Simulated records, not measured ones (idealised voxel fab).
Presented below is a process module, voxel wiring stack.
In the cross-section labelled cut, the width is 170 nm and each square cell is 5 nm.
This document writes a cross-section as a grid whose cells are square, and gives it as bands, listed from the top down; one or more rows of cells form a band. Within each band entry, the heights of the top and of the bottom of the band appear first, in that order and in nm; the materials of the band then follow from left to right, each with its corresponding width in nm. The designation "all across" on a single material indicates that it fills the band from edge to edge; the designation "empty" indicates empty space. Heights are reckoned from 0. Under this level, the received wafer is all of one material. The bottommost band is open-ended downward, for example "0 -> down". A width such as "30..40" changes by the same amount from each row of cells to the next, from the band's top row to its bottom row. "no modifications" for a step: no cell of the cross-section changed in that step. Each empty space that has no open way to the top and spans at least 8 cells appears under "Closed void roster" as width x height at distance, the distance counted from the left edge, all in nm. The remark found on a step's line after its settings is issued by the simulator itself and pertains to that step. overlay nm: mask offset rightward from planned place, masked step; negative means leftward offset.
Listed below are the process steps as planned:
step 1: RECEIVE: material Si
step 2: CONFORMAL_DEP: material SiO2, thk nm 15
step 3: DIRECTIONAL_DEP: material TiN, thk nm 5
step 4: DIRECTIONAL_DEP: material W, thk nm 25
step 5: MASKED_ETCH: tone cover, mask id METAL_1, width nm 30, pitch nm 45, etch materials W, depth nm 25, overlay nm 0
step 6: MASKED_ETCH: tone cover, mask id METAL_1, width nm 30, pitch nm 45, etch materials TiN, depth nm 5, overlay nm 0
step 7: CONFORMAL_DEP: material SiCN, thk nm 5
step 8: FILL_DEP: material SiO2, thk nm 5
step 9: CMP: height nm 45
step 10: CONFORMAL_DEP: material SiCN, thk nm 5
step 11: DIRECTIONAL_DEP: material SiO2, thk nm 30
step 12: DIRECTIONAL_DEP: material aC, thk nm 15
step 13: PATTERN: tone open, mask id METAL_2_HOLES, material resist, width nm 15, pitch nm 90, thk nm 35, overlay nm 0
step 14: DIRECTIONAL_ETCH: etch materials aC, depth nm 15
step 15: STRIP: etch materials resist
step 16: DIRECTIONAL_ETCH: etch materials SiO2, depth nm 30
step 17: STRIP: etch materials aC
step 18: PATTERN: tone open, mask id METAL_2, material resist, width nm 30, pitch nm 45, thk nm 15, overlay nm 0
step 19: DIRECTIONAL_ETCH: etch materials SiO2, depth nm 15
step 20: DIRECTIONAL_ETCH: etch materials SiCN, depth nm 5
step 21: STRIP: etch materials resist
step 22: CONFORMAL_DEP: material TiN, thk nm 5
step 23: FILL_DEP: material Ru, thk nm 10
step 24: CMP: height nm 80
step 25: CONFORMAL_DEP: material SiCN, thk nm 5
First wafer of two (run as planned):
Cross-section: wafer on arrival = after step 1:
0 -> down  Si all across
Closed void roster: none
State of the wafer after step 2, shown in cross-section:
15 -> 0  SiO2 all across
Below 0, no change.
State of the wafer after step 3, shown in cross-section:
20 -> 15  TiN all across
Below 15, no change.
State of the wafer after step 4, shown in cross-section:
45 -> 20  W all across
Below 20, no change.
State of the wafer after step 5, shown in cross-section:
45 -> 20  empty (25)  W (30)  empty (15)  W (30)  empty (15)  W (30)  empty (25)
Below 20, no change.
State of the wafer after step 6, shown in cross-section:
45 -> 20  empty (25)  W (30)  empty (15)  W (30)  empty (15)  W (30)  empty (25)
20 -> 15  empty (25)  TiN (30)  empty (15)  TiN (30)  empty (15)  TiN (30)  empty (25)
Below 15, no change.
State of the wafer after step 7, shown in cross-section:
50 -> 45  empty (20)  SiCN (40)  empty (5)  SiCN (40)  empty (5)  SiCN (40)  empty (20)
45 -> 20  empty (20)  SiCN (5)  W (30)  SiCN (5)  empty (5)  SiCN (5)  W (30)  SiCN (5)  empty (5)  SiCN (5)  W (30)  SiCN (5)  empty (20)
20 -> 15  SiCN (25)  TiN (30)  SiCN (15)  TiN (30)  SiCN (15)  TiN (30)  SiCN (25)
Below 15, no change.
State of the wafer after step 8, shown in cross-section:
55 -> 50  SiO2 all across
50 -> 45  SiO2 (20)  SiCN (40)  SiO2 (5)  SiCN (40)  SiO2 (5)  SiCN (40)  SiO2 (20)
45 -> 20  SiO2 (20)  SiCN (5)  W (30)  SiCN (5)  SiO2 (5)  SiCN (5)  W (30)  SiCN (5)  SiO2 (5)  SiCN (5)  W (30)  SiCN (5)  SiO2 (20)
Below 20, no change.
State of the wafer after step 9, shown in cross-section:
45 -> 20  SiO2 (20)  SiCN (5)  W (30)  SiCN (5)  SiO2 (5)  SiCN (5)  W (30)  SiCN (5)  SiO2 (5)  SiCN (5)  W (30)  SiCN (5)  SiO2 (20)
Below 20, no change.
State of the wafer after step 10, shown in cross-section:
50 -> 45  SiCN all across
Below 45, no change.
State of the wafer after step 11, shown in cross-section:
80 -> 50  SiO2 all across
Below 50, no change.
State of the wafer after step 12, shown in cross-section:
95 -> 80  aC all across
Below 80, no change.
State of the wafer after step 13, shown in cross-section:
130 -> 95  resist (25)  empty (15)  resist (75)  empty (15)  resist (40)
Below 95, no change.
State of the wafer after step 14, shown in cross-section:
115 -> 95  resist (25)  empty (15)  resist (75)  empty (15)  resist (40)
95 -> 80  aC (25)  empty (15)  aC (75)  empty (15)  aC (40)
Below 80, no change.
State of the wafer after step 15, shown in cross-section:
95 -> 80  aC (25)  empty (15)  aC (75)  empty (15)  aC (40)
Below 80, no change.
State of the wafer after step 16, shown in cross-section:
95 -> 80  aC (25)  empty (15)  aC (75)  empty (15)  aC (40)
80 -> 50  SiO2 (25)  empty (15)  SiO2 (75)  empty (15)  SiO2 (40)
Below 50, no change.
State of the wafer after step 17, shown in cross-section:
80 -> 50  SiO2 (25)  empty (15)  SiO2 (75)  empty (15)  SiO2 (40)
Below 50, no change.
State of the wafer after step 18, shown in cross-section:
95 -> 80  resist (25)  empty (30)  resist (15)  empty (30)  resist (15)  empty (30)  resist (25)
Below 80, no change.
State of the wafer after step 19, shown in cross-section:
95 -> 80  resist (25)  empty (30)  resist (15)  empty (30)  resist (15)  empty (30)  resist (25)
80 -> 65  SiO2 (25)  empty (30)  SiO2 (15)  empty (30)  SiO2 (15)  empty (30)  SiO2 (25)
Below 65, no change.
State of the wafer after step 20, shown in cross-section:
95 -> 80  resist (25)  empty (30)  resist (15)  empty (30)  resist (15)  empty (30)  resist (25)
80 -> 65  SiO2 (25)  empty (30)  SiO2 (15)  empty (30)  SiO2 (15)  empty (30)  SiO2 (25)
65 -> 50  SiO2 (25)  empty (15)  SiO2 (75)  empty (15)  SiO2 (40)
50 -> 45  SiCN (25)  empty (15)  SiCN (75)  empty (15)  SiCN (40)
Below 45, no change.
State of the wafer after step 21, shown in cross-section:
80 -> 65  SiO2 (25)  empty (30)  SiO2 (15)  empty (30)  SiO2 (15)  empty (30)  SiO2 (25)
Below 65, no change.
State of the wafer after step 22, shown in cross-section:
85 -> 80  TiN (30)  empty (20)  TiN (25)  empty (20)  TiN (25)  empty (20)  TiN (30)
80 -> 70  SiO2 (25)  TiN (5)  empty (20)  TiN (5)  SiO2 (15)  TiN (5)  empty (20)  TiN (5)  SiO2 (15)  TiN (5)  empty (20)  TiN (5)  SiO2 (25)
70 -> 65  SiO2 (25)  TiN (5)  empty (5)  TiN (20)  SiO2 (15)  TiN (30)  SiO2 (15)  TiN (5)  empty (5)  TiN (20)  SiO2 (25)
65 -> 50  SiO2 (25)  TiN (5)  empty (5)  TiN (5)  SiO2 (75)  TiN (5)  empty (5)  TiN (5)  SiO2 (40)
50 -> 45  SiCN (25)  TiN (15)  SiCN (75)  TiN (15)  SiCN (40)
Below 45, no change.
State of the wafer after step 23, shown in cross-section:
95 -> 85  Ru all across
85 -> 80  TiN (30)  Ru (20)  TiN (25)  Ru (20)  TiN (25)  Ru (20)  TiN (30)
80 -> 70  SiO2 (25)  TiN (5)  Ru (20)  TiN (5)  SiO2 (15)  TiN (5)  Ru (20)  TiN (5)  SiO2 (15)  TiN (5)  Ru (20)  TiN (5)  SiO2 (25)
70 -> 65  SiO2 (25)  TiN (5)  Ru (5)  TiN (20)  SiO2 (15)  TiN (30)  SiO2 (15)  TiN (5)  Ru (5)  TiN (20)  SiO2 (25)
65 -> 50  SiO2 (25)  TiN (5)  Ru (5)  TiN (5)  SiO2 (75)  TiN (5)  Ru (5)  TiN (5)  SiO2 (40)
Below 50, no change.
State of the wafer after step 24, shown in cross-section:
80 -> 70  SiO2 (25)  TiN (5)  Ru (20)  TiN (5)  SiO2 (15)  TiN (5)  Ru (20)  TiN (5)  SiO2 (15)  TiN (5)  Ru (20)  TiN (5)  SiO2 (25)
Below 70, no change.
State of the wafer after step 25, shown in cross-section:
85 -> 80  SiCN all across
Below 80, no change.
Second wafer - shared start and plan with the first - one error in running - same as the first up to step 11 inclusive:
Second wafer, sectioned view, at step 12's planned end time:
95 -> 50  SiO2 all across
Below 50, no change.
Second wafer, sectioned view, at step 13's planned end time:
130 -> 95  resist (25)  empty (15)  resist (75)  empty (15)  resist (40)
Below 95, no change.
Second wafer, sectioned view, at step 14's planned end time:
115 -> 95  resist (25)  empty (15)  resist (75)  empty (15)  resist (40)
Below 95, no change.
Second wafer, sectioned view, at step 15's planned end time:
95 -> 50  SiO2 all across
Below 50, no change.
Second wafer, sectioned view, at step 16's planned end time:
65 -> 50  SiO2 all across
Below 50, no change.
Second wafer, sectioned view, at step 17's planned end time: no modifications
Second wafer, sectioned view, at step 18's planned end time:
80 -> 65  resist (25)  empty (30)  resist (15)  empty (30)  resist (15)  empty (30)  resist (25)
Below 65, no change.
Second wafer, sectioned view, at step 19's planned end time:
80 -> 65  resist (25)  empty (30)  resist (15)  empty (30)  resist (15)  empty (30)  resist (25)
65 -> 50  SiO2 (25)  empty (30)  SiO2 (15)  empty (30)  SiO2 (15)  empty (30)  SiO2 (25)
Below 50, no change.
Second wafer, sectioned view, at step 20's planned end time:
80 -> 65  resist (25)  empty (30)  resist (15)  empty (30)  resist (15)  empty (30)  resist (25)
65 -> 50  SiO2 (25)  empty (30)  SiO2 (15)  empty (30)  SiO2 (15)  empty (30)  SiO2 (25)
50 -> 45  SiCN (25)  empty (30)  SiCN (15)  empty (30)  SiCN (15)  empty (30)  SiCN (25)
Below 45, no change.
Second wafer, sectioned view, at step 21's planned end time:
65 -> 50  SiO2 (25)  empty (30)  SiO2 (15)  empty (30)  SiO2 (15)  empty (30)  SiO2 (25)
Below 50, no change.
Second wafer, sectioned view, at step 22's planned end time:
70 -> 65  TiN (30)  empty (20)  TiN (25)  empty (20)  TiN (25)  empty (20)  TiN (30)
65 -> 50  SiO2 (25)  TiN (5)  empty (20)  TiN (5)  SiO2 (15)  TiN (5)  empty (20)  TiN (5)  SiO2 (15)  TiN (5)  empty (20)  TiN (5)  SiO2 (25)
50 -> 45  SiCN (25)  TiN (30)  SiCN (15)  TiN (30)  SiCN (15)  TiN (30)  SiCN (25)
Below 45, no change.
Second wafer, sectioned view, at step 23's planned end time:
80 -> 70  Ru all across
70 -> 65  TiN (30)  Ru (20)  TiN (25)  Ru (20)  TiN (25)  Ru (20)  TiN (30)
65 -> 50  SiO2 (25)  TiN (5)  Ru (20)  TiN (5)  SiO2 (15)  TiN (5)  Ru (20)  TiN (5)  SiO2 (15)  TiN (5)  Ru (20)  TiN (5)  SiO2 (25)
Below 50, no change.
Second wafer, sectioned view, at step 24's planned end time: no modifications
Second wafer, sectioned view, at step 25's planned end time:
85 -> 80  SiCN all across
Below 80, no change.
Where did the run depart from the plan? planned and actual differ for step 12; actual: DIRECTIONAL_DEP: material SiO2, thk nm 15
Once processing is complete, comparing cell counts shows that the second wafer has more or fewer of certain materials than the first: +84 Ru | -12 SiCN | -84 SiO2 | +12 TiN
